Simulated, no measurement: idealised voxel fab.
process module | voxel wiring stack
cross-section cut | 260 nm wide | cells 5 nm
A cross-section is a grid of square cells, given in bands from the top down. A band is one or more rows of cells.
Each band's line starts with the height of the band's top and of its bottom, in nm. Then come its materials from left to right, each with its width in nm. One material with "throughout" fills the band from edge to edge. "air" is empty space.
Height 0 is the level under which the wafer as received is all one material. The lowest band goes on downwards, as in "0 down".
A width such as "30 to 40" changes by the same amount from each row of cells to the next, from the band's top row to its bottom row.
"no change" after a step means that no cell of the cross-section changed.
closed voids: empty space of 8 cells or more with no open way to the top, each as width x height at its distance from the left edge, in nm
after a step's settings: what the simulator itself notes on the step
overlay nm, on a step with a mask: how far to the right of its planned place the mask lay; to the left if negative
plan
1 op RECEIVE | material Si
2 op CONFORMAL_DEP | material SiO2 | thk nm 15
3 op DIRECTIONAL_DEP | material TiN | thk nm 5
4 op DIRECTIONAL_DEP | material Ru | thk nm 15
5 op PATTERN | tone cover | mask id METAL_1 | material resist | width nm 20 | pitch nm 45 | thk nm 20 | overlay nm 0
6 op DIRECTIONAL_ETCH | etch materials Ru | depth nm 15
7 op DIRECTIONAL_ETCH | etch materials TiN | depth nm 5
8 op STRIP | etch materials resist
9 op CONFORMAL_DEP | material SiN | thk nm 5
10 op FILL_DEP | material SiO2 | thk nm 10
11 op CMP | height nm 35
12 op CONFORMAL_DEP | material SiCN | thk nm 5
13 op DIRECTIONAL_DEP | material SiO2 | thk nm 30
14 op MASKED_ETCH | tone open | mask id METAL_2_HOLES | width nm 15 | pitch nm 45 | etch materials SiO2 | depth nm 30 | overlay nm 0
15 op MASKED_ETCH | tone open | mask id METAL_2 | width nm 20 | pitch nm 45 | etch materials SiO2 | depth nm 15 | overlay nm 0
16 op MASKED_ETCH | tone open | mask id METAL_2 | width nm 20 | pitch nm 45 | etch materials SiCN | depth nm 5 | overlay nm 0
17 op CONFORMAL_DEP | material TiN | thk nm 5
18 op FILL_DEP | material Ru | thk nm 10
19 op CMP | height nm 70
20 op CONFORMAL_DEP | material SiCN | thk nm 5
as received, after step 1
  0 down: Si throughout
  closed voids: none
first wafer at the end, as planned
  75 to 70: SiCN throughout
  70 to 60: SiO2 50 | TiN 5 | Ru 10 | TiN 5 | SiO2 25 | TiN 5 | Ru 10 | TiN 5 | SiO2 25 | TiN 5 | Ru 10 | TiN 5 | SiO2 25 | TiN 5 | Ru 10 | TiN 5 | SiO2 55
  60 to 55: SiO2 50 | TiN 5 | Ru 5 | TiN 10 | SiO2 25 | TiN 5 | Ru 5 | TiN 10 | SiO2 25 | TiN 5 | Ru 5 | TiN 10 | SiO2 25 | TiN 5 | Ru 5 | TiN 10 | SiO2 55
  55 to 40: SiO2 50 | TiN 5 | Ru 5 | TiN 5 | SiO2 30 | TiN 5 | Ru 5 | TiN 5 | SiO2 30 | TiN 5 | Ru 5 | TiN 5 | SiO2 30 | TiN 5 | Ru 5 | TiN 5 | SiO2 60
  40 to 35: SiCN 50 | TiN 15 | SiCN 30 | TiN 15 | SiCN 30 | TiN 15 | SiCN 30 | TiN 15 | SiCN 60
  35 to 20: SiO2 45 | SiN 5 | Ru 20 | SiN 5 | SiO2 15 | SiN 5 | Ru 20 | SiN 5 | SiO2 15 | SiN 5 | Ru 20 | SiN 5 | SiO2 15 | SiN 5 | Ru 20 | SiN 5 | SiO2 50
  20 to 15: SiN 50 | TiN 20 | SiN 25 | TiN 20 | SiN 25 | TiN 20 | SiN 25 | TiN 20 | SiN 55
  15 to 0: SiO2 throughout
  0 down: Si throughout
  closed voids: none
second wafer at the end: like start, like plan, one mistake
  75 to 70: SiCN throughout
  70 to 60: SiO2 50 | TiN 5 | Ru 10 | TiN 5 | SiO2 25 | TiN 5 | Ru 10 | TiN 5 | SiO2 25 | TiN 5 | Ru 10 | TiN 5 | SiO2 25 | TiN 5 | Ru 10 | TiN 5 | SiO2 55
  60 to 55: SiO2 50 | TiN 5 | Ru 5 | TiN 10 | SiO2 25 | TiN 5 | Ru 5 | TiN 10 | SiO2 25 | TiN 5 | Ru 5 | TiN 10 | SiO2 25 | TiN 5 | Ru 5 | TiN 10 | SiO2 55
  55 to 40: SiO2 50 | TiN 5 | Ru 5 | TiN 5 | SiO2 30 | TiN 5 | Ru 5 | TiN 5 | SiO2 30 | TiN 5 | Ru 5 | TiN 5 | SiO2 30 | TiN 5 | Ru 5 | TiN 5 | SiO2 60
  40 to 35: SiCN 50 | TiN 15 | SiCN 30 | TiN 15 | SiCN 30 | TiN 15 | SiCN 30 | TiN 15 | SiCN 60
  35 to 20: SiO2 40 | SiN 5 | Ru 30 | SiN 5 | SiO2 5 | SiN 5 | Ru 30 | SiN 5 | SiO2 5 | SiN 5 | Ru 30 | SiN 5 | SiO2 5 | SiN 5 | Ru 30 | SiN 5 | SiO2 45
  20 to 15: SiN 45 | TiN 30 | SiN 15 | TiN 30 | SiN 15 | TiN 30 | SiN 15 | TiN 30 | SiN 50
  15 to 0: SiO2 throughout
  0 down: Si throughout
  closed voids: none
what went wrong: step 5 ran as: op PATTERN | tone cover | mask id METAL_1 | material resist | width nm 30 | pitch nm 45 | thk nm 20 | overlay nm 0
at the end the second wafer has, in cells: 24 more of Ru | 8 fewer of SiN | 24 fewer of SiO2 | 8 more of TiN
